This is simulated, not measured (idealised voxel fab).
The document below concerns the process module designated voxel wiring stack.
The cross-section shown here is cut; it is 160 nm wide and divided into square cells measuring 5 nm on a side.
Think of the cross-section as a grid of square cells. We describe it in bands, top to bottom, and each band covers one or more rows of those cells.
Within each band entry, the heights of the top and of the bottom of the band appear first, in that order and in nm; the materials of the band then follow from left to right, each with its corresponding width in nm. The designation "edge to edge" on a single material indicates that it fills the band from edge to edge; the designation "blank" indicates empty space.
Counting heights begins at 0, where everything beneath is, in the wafer as received, one material. The lowest band has no bottom; it goes on downwards, as "z 0 and below" shows.
Note: "30->40" means the width goes from the first number (top row of the band) to the second number (bottom row) in equal steps per row of cells.
Basically "left unchanged" means that step didn't change any cell in the cross-section.
The entry titled "Catalogued sealed voids" provides the empty spaces that have no open way to the top, restricted to those of 8 cells or more. Each is presented as width x height at distance, the distance being measured from the left edge, with all three in nm.
Text after the settings on a step's line: the simulator's own remark on that step.
The line of a step may include "overlay nm". On a step with a mask, this value is how far to the right of its planned place the mask lay. A negative value means the mask lay to the left.
Intended process steps
- 1: RECEIVE, material Si
- 2: CONFORMAL_DEP, material SiO2, thk nm 10
- 3: DIRECTIONAL_DEP, material TiN, thk nm 5
- 4: DIRECTIONAL_DEP, material Ru, thk nm 25
- 5: MASKED_ETCH, tone cover, mask id METAL_1, width nm 25, pitch nm 50, etch materials Ru, depth nm 25, overlay nm 0
- 6: MASKED_ETCH, tone cover, mask id METAL_1, width nm 25, pitch nm 50, etch materials TiN, depth nm 5, overlay nm 0
- 7: CONFORMAL_DEP, material SiN, thk nm 5
- 8: FILL_DEP, material lowk, thk nm 5
- 9: CMP, height nm 40
- 10: CONFORMAL_DEP, material SiCN, thk nm 5
- 11: DIRECTIONAL_DEP, material SiO2, thk nm 35
- 12: DIRECTIONAL_DEP, material aC, thk nm 10
- 13: PATTERN, tone open, mask id METAL_2_HOLES, material resist, width nm 15, pitch nm 100, thk nm 30, overlay nm 0
- 14: DIRECTIONAL_ETCH, etch materials aC, depth nm 10
- 15: STRIP, etch materials resist
- 16: DIRECTIONAL_ETCH, etch materials SiO2, depth nm 35
- 17: STRIP, etch materials aC
- 18: PATTERN, tone open, mask id METAL_2, material resist, width nm 25, pitch nm 50, thk nm 15, overlay nm 0
- 19: DIRECTIONAL_ETCH, etch materials SiO2, depth nm 20
- 20: DIRECTIONAL_ETCH, etch materials SiCN, depth nm 5
- 21: STRIP, etch materials resist
- 22: CONFORMAL_DEP, material TiN, thk nm 5
- 23: FILL_DEP, material Cu, thk nm 10
- 24: CMP, height nm 80
- 25: CONFORMAL_DEP, material SiCN, thk nm 5
- 26: DIRECTIONAL_DEP, material SiO2, thk nm 30
- 27: MASKED_ETCH, tone open, mask id METAL_3, width nm 25, pitch nm 50, etch materials SiO2, depth nm 15, overlay nm 0
- 28: DIRECTIONAL_DEP, material aC, thk nm 10
- 29: PATTERN, tone open, mask id METAL_3_HOLES, material resist, width nm 15, pitch nm 100, thk nm 30, overlay nm 0
- 30: DIRECTIONAL_ETCH, etch materials aC, depth nm 10
- 31: STRIP, etch materials resist
- 32: DIRECTIONAL_ETCH, etch materials SiO2, depth nm 15
- 33: DIRECTIONAL_ETCH, etch materials SiCN, depth nm 5
- 34: STRIP, etch materials aC
- 35: CONFORMAL_DEP, material TiN, thk nm 5
- 36: FILL_DEP, material Ru, thk nm 5
- 37: CMP, height nm 115
- 38: CONFORMAL_DEP, material SiCN, thk nm 5
- 39: DIRECTIONAL_DEP, material lowk, thk nm 25
- 40: DIRECTIONAL_DEP, material aC, thk nm 15
- 41: PATTERN, tone open, mask id METAL_4_HOLES, material resist, width nm 15, pitch nm 100, thk nm 30, overlay nm 0
- 42: DIRECTIONAL_ETCH, etch materials aC, depth nm 15
- 43: STRIP, etch materials resist
- 44: DIRECTIONAL_ETCH, etch materials lowk, depth nm 25
- 45: STRIP, etch materials aC
- 46: DIRECTIONAL_DEP, material aC, thk nm 15
- 47: PATTERN, tone open, mask id METAL_4, material resist, width nm 25, pitch nm 50, thk nm 30, overlay nm 0
- 48: DIRECTIONAL_ETCH, etch materials aC, depth nm 15
- 49: STRIP, etch materials resist
- 50: DIRECTIONAL_ETCH, etch materials lowk, depth nm 15
- 51: DIRECTIONAL_ETCH, etch materials SiCN, depth nm 5
- 52: STRIP, etch materials aC
- 53: CONFORMAL_DEP, material TiN, thk nm 5
- 54: FILL_DEP, material Ru, thk nm 10
- 55: CMP, height nm 145
- 56: CONFORMAL_DEP, material SiN, thk nm 5
First of two wafers, processed according to plan
as received, after step 1
	z 0 and below = Si edge to edge
	Catalogued sealed voids: none
Cross-section through the wafer, step 2 finished
	z 10 to 0 = SiO2 edge to edge
	Lower than 0, everything is as it was.
Cross-section through the wafer, step 3 finished
	z 15 to 10 = TiN edge to edge
	Lower than 10, everything is as it was.
Cross-section through the wafer, step 4 finished
	z 40 to 15 = Ru edge to edge
	Lower than 15, everything is as it was.
Cross-section through the wafer, step 5 finished
	z 40 to 15 = 15 blank  25 Ru  25 blank  25 Ru  25 blank  25 Ru  20 blank
	Lower than 15, everything is as it was.
Cross-section through the wafer, step 6 finished
	z 40 to 15 = 15 blank  25 Ru  25 blank  25 Ru  25 blank  25 Ru  20 blank
	z 15 to 10 = 15 blank  25 TiN  25 blank  25 TiN  25 blank  25 TiN  20 blank
	Lower than 10, everything is as it was.
Cross-section through the wafer, step 7 finished
	z 45 to 40 = 10 blank  35 SiN  15 blank  35 SiN  15 blank  35 SiN  15 blank
	z 40 to 15 = 10 blank  5 SiN  25 Ru  5 SiN  15 blank  5 SiN  25 Ru  5 SiN  15 blank  5 SiN  25 Ru  5 SiN  15 blank
	z 15 to 10 = 15 SiN  25 TiN  25 SiN  25 TiN  25 SiN  25 TiN  20 SiN
	Lower than 10, everything is as it was.
Cross-section through the wafer, step 8 finished
	z 50 to 45 = lowk edge to edge
	z 45 to 40 = 10 lowk  35 SiN  15 lowk  35 SiN  15 lowk  35 SiN  15 lowk
	z 40 to 15 = 10 lowk  5 SiN  25 Ru  5 SiN  15 lowk  5 SiN  25 Ru  5 SiN  15 lowk  5 SiN  25 Ru  5 SiN  15 lowk
	Lower than 15, everything is as it was.
Cross-section through the wafer, step 9 finished
	z 40 to 15 = 10 lowk  5 SiN  25 Ru  5 SiN  15 lowk  5 SiN  25 Ru  5 SiN  15 lowk  5 SiN  25 Ru  5 SiN  15 lowk
	Lower than 15, everything is as it was.
Cross-section through the wafer, step 10 finished
	z 45 to 40 = SiCN edge to edge
	Lower than 40, everything is as it was.
Cross-section through the wafer, step 11 finished
	z 80 to 45 = SiO2 edge to edge
	Lower than 45, everything is as it was.
Cross-section through the wafer, step 12 finished
	z 90 to 80 = aC edge to edge
	Lower than 80, everything is as it was.
Cross-section through the wafer, step 13 finished
	z 120 to 90 = 15 resist  15 blank  85 resist  15 blank  30 resist
	Lower than 90, everything is as it was.
Cross-section through the wafer, step 14 finished
	z 110 to 90 = 15 resist  15 blank  85 resist  15 blank  30 resist
	z 90 to 80 = 15 aC  15 blank  85 aC  15 blank  30 aC
	Lower than 80, everything is as it was.
Cross-section through the wafer, step 15 finished
	z 90 to 80 = 15 aC  15 blank  85 aC  15 blank  30 aC
	Lower than 80, everything is as it was.
Cross-section through the wafer, step 16 finished
	z 90 to 80 = 15 aC  15 blank  85 aC  15 blank  30 aC
	z 80 to 45 = 15 SiO2  15 blank  85 SiO2  15 blank  30 SiO2
	Lower than 45, everything is as it was.
Cross-section through the wafer, step 17 finished
	z 80 to 45 = 15 SiO2  15 blank  85 SiO2  15 blank  30 SiO2
	Lower than 45, everything is as it was.
Cross-section through the wafer, step 18 finished
	z 95 to 80 = 15 resist  25 blank  25 resist  25 blank  25 resist  25 blank  20 resist
	Lower than 80, everything is as it was.
Cross-section through the wafer, step 19 finished
	z 95 to 80 = 15 resist  25 blank  25 resist  25 blank  25 resist  25 blank  20 resist
	z 80 to 60 = 15 SiO2  25 blank  25 SiO2  25 blank  25 SiO2  25 blank  20 SiO2
	Lower than 60, everything is as it was.
Cross-section through the wafer, step 20 finished
	z 95 to 80 = 15 resist  25 blank  25 resist  25 blank  25 resist  25 blank  20 resist
	z 80 to 60 = 15 SiO2  25 blank  25 SiO2  25 blank  25 SiO2  25 blank  20 SiO2
	z 60 to 45 = 15 SiO2  15 blank  85 SiO2  15 blank  30 SiO2
	z 45 to 40 = 15 SiCN  15 blank  85 SiCN  15 blank  30 SiCN
	Lower than 40, everything is as it was.
Cross-section through the wafer, step 21 finished
	z 80 to 60 = 15 SiO2  25 blank  25 SiO2  25 blank  25 SiO2  25 blank  20 SiO2
	Lower than 60, everything is as it was.
Cross-section through the wafer, step 22 finished
	z 85 to 80 = 20 TiN  15 blank  35 TiN  15 blank  35 TiN  15 blank  25 TiN
	z 80 to 65 = 15 SiO2  5 TiN  15 blank  5 TiN  25 SiO2  5 TiN  15 blank  5 TiN  25 SiO2  5 TiN  15 blank  5 TiN  20 SiO2
	z 65 to 60 = 15 SiO2  5 TiN  5 blank  15 TiN  25 SiO2  25 TiN  25 SiO2  5 TiN  5 blank  15 TiN  20 SiO2
	z 60 to 45 = 15 SiO2  5 TiN  5 blank  5 TiN  85 SiO2  5 TiN  5 blank  5 TiN  30 SiO2
	z 45 to 40 = 15 SiCN  15 TiN  85 SiCN  15 TiN  30 SiCN
	Lower than 40, everything is as it was.
Cross-section through the wafer, step 23 finished
	z 95 to 85 = Cu edge to edge
	z 85 to 80 = 20 TiN  15 Cu  35 TiN  15 Cu  35 TiN  15 Cu  25 TiN
	z 80 to 65 = 15 SiO2  5 TiN  15 Cu  5 TiN  25 SiO2  5 TiN  15 Cu  5 TiN  25 SiO2  5 TiN  15 Cu  5 TiN  20 SiO2
	z 65 to 60 = 15 SiO2  5 TiN  5 Cu  15 TiN  25 SiO2  25 TiN  25 SiO2  5 TiN  5 Cu  15 TiN  20 SiO2
	z 60 to 45 = 15 SiO2  5 TiN  5 Cu  5 TiN  85 SiO2  5 TiN  5 Cu  5 TiN  30 SiO2
	Lower than 45, everything is as it was.
Cross-section through the wafer, step 24 finished
	z 80 to 65 = 15 SiO2  5 TiN  15 Cu  5 TiN  25 SiO2  5 TiN  15 Cu  5 TiN  25 SiO2  5 TiN  15 Cu  5 TiN  20 SiO2
	Lower than 65, everything is as it was.
Cross-section through the wafer, step 25 finished
	z 85 to 80 = SiCN edge to edge
	Lower than 80, everything is as it was.
Cross-section through the wafer, step 26 finished
	z 115 to 85 = SiO2 edge to edge
	Lower than 85, everything is as it was.
Cross-section through the wafer, step 27 finished
	z 115 to 100 = 15 SiO2  25 blank  25 SiO2  25 blank  25 SiO2  25 blank  20 SiO2
	Lower than 100, everything is as it was.
Cross-section through the wafer, step 28 finished
	z 125 to 115 = 15 aC  25 blank  25 aC  25 blank  25 aC  25 blank  20 aC
	z 115 to 110 = 15 SiO2  25 blank  25 SiO2  25 blank  25 SiO2  25 blank  20 SiO2
	z 110 to 100 = 15 SiO2  25 aC  25 SiO2  25 aC  25 SiO2  25 aC  20 SiO2
	Lower than 100, everything is as it was.
Cross-section through the wafer, step 29 finished
	z 155 to 125 = 15 resist  15 blank  85 resist  15 blank  30 resist
	z 125 to 115 = 15 aC  15 blank  10 resist  25 aC  25 resist  25 aC  15 blank  10 resist  20 aC
	z 115 to 110 = 15 SiO2  15 blank  10 resist  25 SiO2  25 resist  25 SiO2  15 blank  10 resist  20 SiO2
	Lower than 110, everything is as it was.
Cross-section through the wafer, step 30 finished
	z 145 to 125 = 15 resist  15 blank  85 resist  15 blank  30 resist
	z 125 to 115 = 15 aC  15 blank  10 resist  25 aC  25 resist  25 aC  15 blank  10 resist  20 aC
	z 115 to 110 = 15 SiO2  15 blank  10 resist  25 SiO2  25 resist  25 SiO2  15 blank  10 resist  20 SiO2
	z 110 to 100 = 15 SiO2  15 blank  10 aC  25 SiO2  25 aC  25 SiO2  15 blank  10 aC  20 SiO2
	Lower than 100, everything is as it was.
Cross-section through the wafer, step 31 finished
	z 125 to 115 = 15 aC  25 blank  25 aC  25 blank  25 aC  25 blank  20 aC
	z 115 to 110 = 15 SiO2  25 blank  25 SiO2  25 blank  25 SiO2  25 blank  20 SiO2
	Lower than 110, everything is as it was.
Cross-section through the wafer, step 32 finished
	z 125 to 115 = 15 aC  25 blank  25 aC  25 blank  25 aC  25 blank  20 aC
	z 115 to 110 = 15 SiO2  25 blank  25 SiO2  25 blank  25 SiO2  25 blank  20 SiO2
	z 110 to 100 = 15 SiO2  15 blank  10 aC  25 SiO2  25 aC  25 SiO2  15 blank  10 aC  20 SiO2
	z 100 to 85 = 15 SiO2  15 blank  85 SiO2  15 blank  30 SiO2
	Lower than 85, everything is as it was.
Cross-section through the wafer, step 33 finished
	z 125 to 115 = 15 aC  25 blank  25 aC  25 blank  25 aC  25 blank  20 aC
	z 115 to 110 = 15 SiO2  25 blank  25 SiO2  25 blank  25 SiO2  25 blank  20 SiO2
	z 110 to 100 = 15 SiO2  15 blank  10 aC  25 SiO2  25 aC  25 SiO2  15 blank  10 aC  20 SiO2
	z 100 to 85 = 15 SiO2  15 blank  85 SiO2  15 blank  30 SiO2
	z 85 to 80 = 15 SiCN  15 blank  85 SiCN  15 blank  30 SiCN
	Lower than 80, everything is as it was.
Cross-section through the wafer, step 34 finished
	z 115 to 100 = 15 SiO2  25 blank  25 SiO2  25 blank  25 SiO2  25 blank  20 SiO2
	Lower than 100, everything is as it was.
Cross-section through the wafer, step 35 finished
	z 120 to 115 = 20 TiN  15 blank  35 TiN  15 blank  35 TiN  15 blank  25 TiN
	z 115 to 105 = 15 SiO2  5 TiN  15 blank  5 TiN  25 SiO2  5 TiN  15 blank  5 TiN  25 SiO2  5 TiN  15 blank  5 TiN  20 SiO2
	z 105 to 100 = 15 SiO2  5 TiN  5 blank  15 TiN  25 SiO2  25 TiN  25 SiO2  5 TiN  5 blank  15 TiN  20 SiO2
	z 100 to 85 = 15 SiO2  5 TiN  5 blank  5 TiN  85 SiO2  5 TiN  5 blank  5 TiN  30 SiO2
	z 85 to 80 = 15 SiCN  15 TiN  85 SiCN  15 TiN  30 SiCN
	Lower than 80, everything is as it was.
Cross-section through the wafer, step 36 finished
	z 125 to 120 = Ru edge to edge
	z 120 to 115 = 20 TiN  15 Ru  35 TiN  15 Ru  35 TiN  15 Ru  25 TiN
	z 115 to 105 = 15 SiO2  5 TiN  15 Ru  5 TiN  25 SiO2  5 TiN  15 Ru  5 TiN  25 SiO2  5 TiN  15 Ru  5 TiN  20 SiO2
	z 105 to 100 = 15 SiO2  5 TiN  5 Ru  15 TiN  25 SiO2  25 TiN  25 SiO2  5 TiN  5 Ru  15 TiN  20 SiO2
	z 100 to 85 = 15 SiO2  5 TiN  5 Ru  5 TiN  85 SiO2  5 TiN  5 Ru  5 TiN  30 SiO2
	Lower than 85, everything is as it was.
Cross-section through the wafer, step 37 finished
	z 115 to 105 = 15 SiO2  5 TiN  15 Ru  5 TiN  25 SiO2  5 TiN  15 Ru  5 TiN  25 SiO2  5 TiN  15 Ru  5 TiN  20 SiO2
	Lower than 105, everything is as it was.
Cross-section through the wafer, step 38 finished
	z 120 to 115 = SiCN edge to edge
	Lower than 115, everything is as it was.
Cross-section through the wafer, step 39 finished
	z 145 to 120 = lowk edge to edge
	Lower than 120, everything is as it was.
Cross-section through the wafer, step 40 finished
	z 160 to 145 = aC edge to edge
	Lower than 145, everything is as it was.
Cross-section through the wafer, step 41 finished
	z 190 to 160 = 15 resist  15 blank  85 resist  15 blank  30 resist
	Lower than 160, everything is as it was.
Cross-section through the wafer, step 42 finished
	z 175 to 160 = 15 resist  15 blank  85 resist  15 blank  30 resist
	z 160 to 145 = 15 aC  15 blank  85 aC  15 blank  30 aC
	Lower than 145, everything is as it was.
Cross-section through the wafer, step 43 finished
	z 160 to 145 = 15 aC  15 blank  85 aC  15 blank  30 aC
	Lower than 145, everything is as it was.
Cross-section through the wafer, step 44 finished
	z 160 to 145 = 15 aC  15 blank  85 aC  15 blank  30 aC
	z 145 to 120 = 15 lowk  15 blank  85 lowk  15 blank  30 lowk
	Lower than 120, everything is as it was.
Cross-section through the wafer, step 45 finished
	z 145 to 120 = 15 lowk  15 blank  85 lowk  15 blank  30 lowk
	Lower than 120, everything is as it was.
Cross-section through the wafer, step 46 finished
	z 160 to 145 = 15 aC  15 blank  85 aC  15 blank  30 aC
	z 145 to 135 = 15 lowk  15 blank  85 lowk  15 blank  30 lowk
	z 135 to 120 = 15 lowk  15 aC  85 lowk  15 aC  30 lowk
	Lower than 120, everything is as it was.
Cross-section through the wafer, step 47 finished
	z 190 to 160 = 15 resist  25 blank  25 resist  25 blank  25 resist  25 blank  20 resist
	Lower than 160, everything is as it was.
Cross-section through the wafer, step 48 finished
	z 175 to 160 = 15 resist  25 blank  25 resist  25 blank  25 resist  25 blank  20 resist
	z 160 to 145 = 15 aC  25 blank  25 aC  25 blank  25 aC  25 blank  20 aC
	z 145 to 120 = 15 lowk  15 blank  85 lowk  15 blank  30 lowk
	Lower than 120, everything is as it was.
Cross-section through the wafer, step 49 finished
	z 160 to 145 = 15 aC  25 blank  25 aC  25 blank  25 aC  25 blank  20 aC
	Lower than 145, everything is as it was.
Cross-section through the wafer, step 50 finished
	z 160 to 145 = 15 aC  25 blank  25 aC  25 blank  25 aC  25 blank  20 aC
	z 145 to 130 = 15 lowk  25 blank  25 lowk  25 blank  25 lowk  25 blank  20 lowk
	Lower than 130, everything is as it was.
Cross-section through the wafer, step 51 finished
	z 160 to 145 = 15 aC  25 blank  25 aC  25 blank  25 aC  25 blank  20 aC
	z 145 to 130 = 15 lowk  25 blank  25 lowk  25 blank  25 lowk  25 blank  20 lowk
	z 130 to 120 = 15 lowk  15 blank  85 lowk  15 blank  30 lowk
	z 120 to 115 = 15 SiCN  15 blank  85 SiCN  15 blank  30 SiCN
	Lower than 115, everything is as it was.
Cross-section through the wafer, step 52 finished
	z 145 to 130 = 15 lowk  25 blank  25 lowk  25 blank  25 lowk  25 blank  20 lowk
	Lower than 130, everything is as it was.
Cross-section through the wafer, step 53 finished
	z 150 to 145 = 20 TiN  15 blank  35 TiN  15 blank  35 TiN  15 blank  25 TiN
	z 145 to 135 = 15 lowk  5 TiN  15 blank  5 TiN  25 lowk  5 TiN  15 blank  5 TiN  25 lowk  5 TiN  15 blank  5 TiN  20 lowk
	z 135 to 130 = 15 lowk  5 TiN  5 blank  15 TiN  25 lowk  25 TiN  25 lowk  5 TiN  5 blank  15 TiN  20 lowk
	z 130 to 120 = 15 lowk  5 TiN  5 blank  5 TiN  85 lowk  5 TiN  5 blank  5 TiN  30 lowk
	z 120 to 115 = 15 SiCN  15 TiN  85 SiCN  15 TiN  30 SiCN
	Lower than 115, everything is as it was.
Cross-section through the wafer, step 54 finished
	z 160 to 150 = Ru edge to edge
	z 150 to 145 = 20 TiN  15 Ru  35 TiN  15 Ru  35 TiN  15 Ru  25 TiN
	z 145 to 135 = 15 lowk  5 TiN  15 Ru  5 TiN  25 lowk  5 TiN  15 Ru  5 TiN  25 lowk  5 TiN  15 Ru  5 TiN  20 lowk
	z 135 to 130 = 15 lowk  5 TiN  5 Ru  15 TiN  25 lowk  25 TiN  25 lowk  5 TiN  5 Ru  15 TiN  20 lowk
	z 130 to 120 = 15 lowk  5 TiN  5 Ru  5 TiN  85 lowk  5 TiN  5 Ru  5 TiN  30 lowk
	Lower than 120, everything is as it was.
Cross-section through the wafer, step 55 finished
	z 145 to 135 = 15 lowk  5 TiN  15 Ru  5 TiN  25 lowk  5 TiN  15 Ru  5 TiN  25 lowk  5 TiN  15 Ru  5 TiN  20 lowk
	Lower than 135, everything is as it was.
Cross-section through the wafer, step 56 finished
	z 150 to 145 = SiN edge to edge
	Lower than 145, everything is as it was.
Regarding the second of the two wafers: it shared the first wafer's starting condition and process plan, yet one error occurred during its execution. Its history coincides with that of the first wafer up to and including step 54
Second wafer, section view, time point: scheduled end of step 55: left unchanged
Second wafer, section view, time point: scheduled end of step 56
	z 165 to 160 = SiN edge to edge
	Lower than 160, everything is as it was.
What was done differently from what was planned? skipped: plan step 55 (never run)
End check, counted in cells, second wafer has more or fewer of these materials than the first: +73 Ru | +23 TiN
